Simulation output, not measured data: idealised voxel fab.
process module | voxel wiring stack
Square cells of 5 nm make up the cross-section cut, whose width is 245 nm.
Cross-section, as written here: a square-cell grid given band by band from the top down, where a band holds one or more rows of cells.
Look at the band entry: it leads with the top's height and the bottom's height in nm. Then it lists the materials left to right, with a width in nm for each. The word "edge to edge" on a single material says that material fills the band edge to edge. The word "blank" is empty space.
Heads up on the height convention: 0 is the point under which the incoming wafer is all one material, and the lowest band has no bottom, it just keeps going down, like "from 0 down".
Quick explanation for "30->40": the width changes in equal steps down the rows of cells, from the first number in the band's top row to the second number in its bottom row.
"remained the same" means the step left every cell of the cross-section as it was.
Enclosed voids (no open way to top), threshold 8 cells or more, entry "Closed void catalog", notation width x height at distance, distance from left edge, nm.
If you see something after the settings on a step's line, that's the simulator's own remark about that step.
overlay nm: where the mask lay relative to plan, measured to the right, on steps with a mask; negatives go left.

Below is the list of planned process steps:
- 1: op RECEIVE | material Si
- 2: op CONFORMAL_DEP | material SiO2 | thk nm 10
- 3: op DIRECTIONAL_DEP | material TiN | thk nm 5
- 4: op DIRECTIONAL_DEP | material Ru | thk nm 15
- 5: op MASKED_ETCH | tone cover | mask id METAL_1 | width nm 20 | pitch nm 50 | etch materials Ru | depth nm 15 | overlay nm 0
- 6: op MASKED_ETCH | tone cover | mask id METAL_1 | width nm 20 | pitch nm 50 | etch materials TiN | depth nm 5 | overlay nm 0
- 7: op CONFORMAL_DEP | material SiN | thk nm 5
- 8: op FILL_DEP | material SiO2 | thk nm 5
- 9: op CMP | height nm 30
- 10: op CONFORMAL_DEP | material SiCN | thk nm 5
- 11: op DIRECTIONAL_DEP | material lowk | thk nm 25
- 12: op DIRECTIONAL_DEP | material aC | thk nm 10
- 13: op PATTERN | tone open | mask id METAL_2_HOLES | material resist | width nm 15 | pitch nm 100 | thk nm 30 | overlay nm 0
- 14: op DIRECTIONAL_ETCH | etch materials aC | depth nm 10
- 15: op STRIP | etch materials resist
- 16: op DIRECTIONAL_ETCH | etch materials lowk | depth nm 25
- 17: op STRIP | etch materials aC
- 18: op PATTERN | tone open | mask id METAL_2 | material resist | width nm 20 | pitch nm 50 | thk nm 15 | overlay nm 0
- 19: op DIRECTIONAL_ETCH | etch materials lowk | depth nm 15
- 20: op DIRECTIONAL_ETCH | etch materials SiCN | depth nm 5
- 21: op STRIP | etch materials resist
- 22: op CONFORMAL_DEP | material TiN | thk nm 5
- 23: op FILL_DEP | material Cu | thk nm 10
- 24: op CMP | height nm 60
- 25: op CONFORMAL_DEP | material SiCN | thk nm 5

Account of the first of two wafers, which was processed as intended:

Incoming wafer, cross-sectional view, post step 1:
* from 0 down: Si edge to edge
* Closed void catalog: none

Once step 2 is through, the wafer looks like this in cross-section:
* from 10 to 0: SiO2 edge to edge
* Below 0 it's all the same as before, nothing changed down there.

Once step 3 is through, the wafer looks like this in cross-section:
* from 15 to 10: TiN edge to edge
* Below 10 it's all the same as before, nothing changed down there.

Once step 4 is through, the wafer looks like this in cross-section:
* from 30 to 15: Ru edge to edge
* Below 15 it's all the same as before, nothing changed down there.

Once step 5 is through, the wafer looks like this in cross-section:
* from 30 to 15: blank=35, then Ru=20, then blank=30, then Ru=20, then blank=30, then Ru=20, then blank=30, then Ru=20, then blank=40
* Below 15 it's all the same as before, nothing changed down there.

Once step 6 is through, the wafer looks like this in cross-section:
* from 30 to 15: blank=35, then Ru=20, then blank=30, then Ru=20, then blank=30, then Ru=20, then blank=30, then Ru=20, then blank=40
* from 15 to 10: blank=35, then TiN=20, then blank=30, then TiN=20, then blank=30, then TiN=20, then blank=30, then TiN=20, then blank=40
* Below 10 it's all the same as before, nothing changed down there.

Once step 7 is through, the wafer looks like this in cross-section:
* from 35 to 30: blank=30, then SiN=30, then blank=20, then SiN=30, then blank=20, then SiN=30, then blank=20, then SiN=30, then blank=35
* from 30 to 15: blank=30, then SiN=5, then Ru=20, then SiN=5, then blank=20, then SiN=5, then Ru=20, then SiN=5, then blank=20, then SiN=5, then Ru=20, then SiN=5, then blank=20, then SiN=5, then Ru=20, then SiN=5, then blank=35
* from 15 to 10: SiN=35, then TiN=20, then SiN=30, then TiN=20, then SiN=30, then TiN=20, then SiN=30, then TiN=20, then SiN=40
* Below 10 it's all the same as before, nothing changed down there.

Once step 8 is through, the wafer looks like this in cross-section:
* from 40 to 35: SiO2 edge to edge
* from 35 to 30: SiO2=30, then SiN=30, then SiO2=20, then SiN=30, then SiO2=20, then SiN=30, then SiO2=20, then SiN=30, then SiO2=35
* from 30 to 15: SiO2=30, then SiN=5, then Ru=20, then SiN=5, then SiO2=20, then SiN=5, then Ru=20, then SiN=5, then SiO2=20, then SiN=5, then Ru=20, then SiN=5, then SiO2=20, then SiN=5, then Ru=20, then SiN=5, then SiO2=35
* Below 15 it's all the same as before, nothing changed down there.

Once step 9 is through, the wafer looks like this in cross-section:
* from 30 to 15: SiO2=30, then SiN=5, then Ru=20, then SiN=5, then SiO2=20, then SiN=5, then Ru=20, then SiN=5, then SiO2=20, then SiN=5, then Ru=20, then SiN=5, then SiO2=20, then SiN=5, then Ru=20, then SiN=5, then SiO2=35
* Below 15 it's all the same as before, nothing changed down there.

Once step 10 is through, the wafer looks like this in cross-section:
* from 35 to 30: SiCN edge to edge
* Below 30 it's all the same as before, nothing changed down there.

Once step 11 is through, the wafer looks like this in cross-section:
* from 60 to 35: lowk edge to edge
* Below 35 it's all the same as before, nothing changed down there.

Once step 12 is through, the wafer looks like this in cross-section:
* from 70 to 60: aC edge to edge
* Below 60 it's all the same as before, nothing changed down there.

Once step 13 is through, the wafer looks like this in cross-section:
* from 100 to 70: resist=35, then blank=15, then resist=85, then blank=15, then resist=95
* Below 70 it's all the same as before, nothing changed down there.

Once step 14 is through, the wafer looks like this in cross-section:
* from 90 to 70: resist=35, then blank=15, then resist=85, then blank=15, then resist=95
* from 70 to 60: aC=35, then blank=15, then aC=85, then blank=15, then aC=95
* Below 60 it's all the same as before, nothing changed down there.

Once step 15 is through, the wafer looks like this in cross-section:
* from 70 to 60: aC=35, then blank=15, then aC=85, then blank=15, then aC=95
* Below 60 it's all the same as before, nothing changed down there.

Once step 16 is through, the wafer looks like this in cross-section:
* from 70 to 60: aC=35, then blank=15, then aC=85, then blank=15, then aC=95
* from 60 to 35: lowk=35, then blank=15, then lowk=85, then blank=15, then lowk=95
* Below 35 it's all the same as before, nothing changed down there.

Once step 17 is through, the wafer looks like this in cross-section:
* from 60 to 35: lowk=35, then blank=15, then lowk=85, then blank=15, then lowk=95
* Below 35 it's all the same as before, nothing changed down there.

Once step 18 is through, the wafer looks like this in cross-section:
* from 75 to 60: resist=35, then blank=20, then resist=30, then blank=20, then resist=30, then blank=20, then resist=30, then blank=20, then resist=40
* Below 60 it's all the same as before, nothing changed down there.

Once step 19 is through, the wafer looks like this in cross-section:
* from 75 to 60: resist=35, then blank=20, then resist=30, then blank=20, then resist=30, then blank=20, then resist=30, then blank=20, then resist=40
* from 60 to 45: lowk=35, then blank=20, then lowk=30, then blank=20, then lowk=30, then blank=20, then lowk=30, then blank=20, then lowk=40
* Below 45 it's all the same as before, nothing changed down there.

Once step 20 is through, the wafer looks like this in cross-section:
* from 75 to 60: resist=35, then blank=20, then resist=30, then blank=20, then resist=30, then blank=20, then resist=30, then blank=20, then resist=40
* from 60 to 45: lowk=35, then blank=20, then lowk=30, then blank=20, then lowk=30, then blank=20, then lowk=30, then blank=20, then lowk=40
* from 45 to 35: lowk=35, then blank=15, then lowk=85, then blank=15, then lowk=95
* from 35 to 30: SiCN=35, then blank=15, then SiCN=85, then blank=15, then SiCN=95
* Below 30 it's all the same as before, nothing changed down there.

Once step 21 is through, the wafer looks like this in cross-section:
* from 60 to 45: lowk=35, then blank=20, then lowk=30, then blank=20, then lowk=30, then blank=20, then lowk=30, then blank=20, then lowk=40
* Below 45 it's all the same as before, nothing changed down there.

Once step 22 is through, the wafer looks like this in cross-section:
* from 65 to 60: TiN=40, then blank=10, then TiN=40, then blank=10, then TiN=40, then blank=10, then TiN=40, then blank=10, then TiN=45
* from 60 to 50: lowk=35, then TiN=5, then blank=10, then TiN=5, then lowk=30, then TiN=5, then blank=10, then TiN=5, then lowk=30, then TiN=5, then blank=10, then TiN=5, then lowk=30, then TiN=5, then blank=10, then TiN=5, then lowk=40
* from 50 to 45: lowk=35, then TiN=5, then blank=5, then TiN=10, then lowk=30, then TiN=20, then lowk=30, then TiN=5, then blank=5, then TiN=10, then lowk=30, then TiN=20, then lowk=40
* from 45 to 35: lowk=35, then TiN=5, then blank=5, then TiN=5, then lowk=85, then TiN=5, then blank=5, then TiN=5, then lowk=95
* from 35 to 30: SiCN=35, then TiN=15, then SiCN=85, then TiN=15, then SiCN=95
* Below 30 it's all the same as before, nothing changed down there.

Once step 23 is through, the wafer looks like this in cross-section:
* from 75 to 65: Cu edge to edge
* from 65 to 60: TiN=40, then Cu=10, then TiN=40, then Cu=10, then TiN=40, then Cu=10, then TiN=40, then Cu=10, then TiN=45
* from 60 to 50: lowk=35, then TiN=5, then Cu=10, then TiN=5, then lowk=30, then TiN=5, then Cu=10, then TiN=5, then lowk=30, then TiN=5, then Cu=10, then TiN=5, then lowk=30, then TiN=5, then Cu=10, then TiN=5, then lowk=40
* from 50 to 45: lowk=35, then TiN=5, then Cu=5, then TiN=10, then lowk=30, then TiN=20, then lowk=30, then TiN=5, then Cu=5, then TiN=10, then lowk=30, then TiN=20, then lowk=40
* from 45 to 35: lowk=35, then TiN=5, then Cu=5, then TiN=5, then lowk=85, then TiN=5, then Cu=5, then TiN=5, then lowk=95
* Below 35 it's all the same as before, nothing changed down there.

Once step 24 is through, the wafer looks like this in cross-section:
* from 60 to 50: lowk=35, then TiN=5, then Cu=10, then TiN=5, then lowk=30, then TiN=5, then Cu=10, then TiN=5, then lowk=30, then TiN=5, then Cu=10, then TiN=5, then lowk=30, then TiN=5, then Cu=10, then TiN=5, then lowk=40
* Below 50 it's all the same as before, nothing changed down there.

Once step 25 is through, the wafer looks like this in cross-section:
* from 65 to 60: SiCN edge to edge
* Below 60 it's all the same as before, nothing changed down there.

Wafer two of the pair: same origin, same plan, one error during the run; identical to wafer one up to and including step 17:

Second wafer: cross-section at the scheduled end of step 18:
* from 75 to 60: blank=35, then resist=20, then blank=30, then resist=20, then blank=30, then resist=20, then blank=30, then resist=20, then blank=40
* from 60 to 35: lowk=35, then resist=15, then lowk=85, then resist=15, then lowk=95
* Below 35 it's all the same as before, nothing changed down there.

Second wafer: cross-section at the scheduled end of step 19:
* from 75 to 60: blank=35, then resist=20, then blank=30, then resist=20, then blank=30, then resist=20, then blank=30, then resist=20, then blank=40
* from 60 to 45: blank=35, then resist=15, then lowk=5, then blank=30, then lowk=20, then blank=30, then resist=15, then lowk=5, then blank=30, then lowk=20, then blank=40
* Below 45 it's all the same as before, nothing changed down there.

Second wafer: cross-section at the scheduled end of step 20: remained the same

Second wafer: cross-section at the scheduled end of step 21:
* from 60 to 45: blank=50, then lowk=5, then blank=30, then lowk=20, then blank=45, then lowk=5, then blank=30, then lowk=20, then blank=40
* from 45 to 35: lowk=35, then blank=15, then lowk=85, then blank=15, then lowk=95
* Below 35 it's all the same as before, nothing changed down there.

Second wafer: cross-section at the scheduled end of step 22:
* from 65 to 60: blank=45, then TiN=15, then blank=20, then TiN=30, then blank=35, then TiN=15, then blank=20, then TiN=30, then blank=35
* from 60 to 50: blank=45, then TiN=5, then lowk=5, then TiN=5, then blank=20, then TiN=5, then lowk=20, then TiN=5, then blank=35, then TiN=5, then lowk=5, then TiN=5, then blank=20, then TiN=5, then lowk=20, then TiN=5, then blank=35
* from 50 to 45: TiN=40, then blank=5, then TiN=5, then lowk=5, then TiN=30, then lowk=20, then TiN=35, then blank=5, then TiN=5, then lowk=5, then TiN=30, then lowk=20, then TiN=40
* from 45 to 40: lowk=35, then TiN=5, then blank=5, then TiN=5, then lowk=85, then TiN=5, then blank=5, then TiN=5, then lowk=95
* from 40 to 35: lowk=35, then TiN=15, then lowk=85, then TiN=15, then lowk=95
* Below 35 it's all the same as before, nothing changed down there.

Second wafer: cross-section at the scheduled end of step 23:
* from 75 to 65: Cu edge to edge
* from 65 to 60: Cu=45, then TiN=15, then Cu=20, then TiN=30, then Cu=35, then TiN=15, then Cu=20, then TiN=30, then Cu=35
* from 60 to 50: Cu=45, then TiN=5, then lowk=5, then TiN=5, then Cu=20, then TiN=5, then lowk=20, then TiN=5, then Cu=35, then TiN=5, then lowk=5, then TiN=5, then Cu=20, then TiN=5, then lowk=20, then TiN=5, then Cu=35
* from 50 to 45: TiN=40, then Cu=5, then TiN=5, then lowk=5, then TiN=30, then lowk=20, then TiN=35, then Cu=5, then TiN=5, then lowk=5, then TiN=30, then lowk=20, then TiN=40
* from 45 to 40: lowk=35, then TiN=5, then Cu=5, then TiN=5, then lowk=85, then TiN=5, then Cu=5, then TiN=5, then lowk=95
* Below 40 it's all the same as before, nothing changed down there.

Second wafer: cross-section at the scheduled end of step 24:
* from 60 to 50: Cu=45, then TiN=5, then lowk=5, then TiN=5, then Cu=20, then TiN=5, then lowk=20, then TiN=5, then Cu=35, then TiN=5, then lowk=5, then TiN=5, then Cu=20, then TiN=5, then lowk=20, then TiN=5, then Cu=35
* Below 50 it's all the same as before, nothing changed down there.

Second wafer: cross-section at the scheduled end of step 25:
* from 65 to 60: SiCN edge to edge
* Below 60 it's all the same as before, nothing changed down there.
Diagnosis: step 18 was not run as planned; what actually ran was op PATTERN | tone cover | mask id METAL_2 | material resist | width nm 20 | pitch nm 50 | thk nm 15 | overlay nm 0
In the final state, the cell counts of the second wafer exceed or fall short of those of the first for the following materials: 44 more of Cu; 6 more of SiCN; 19 more of TiN; 69 fewer of lowk
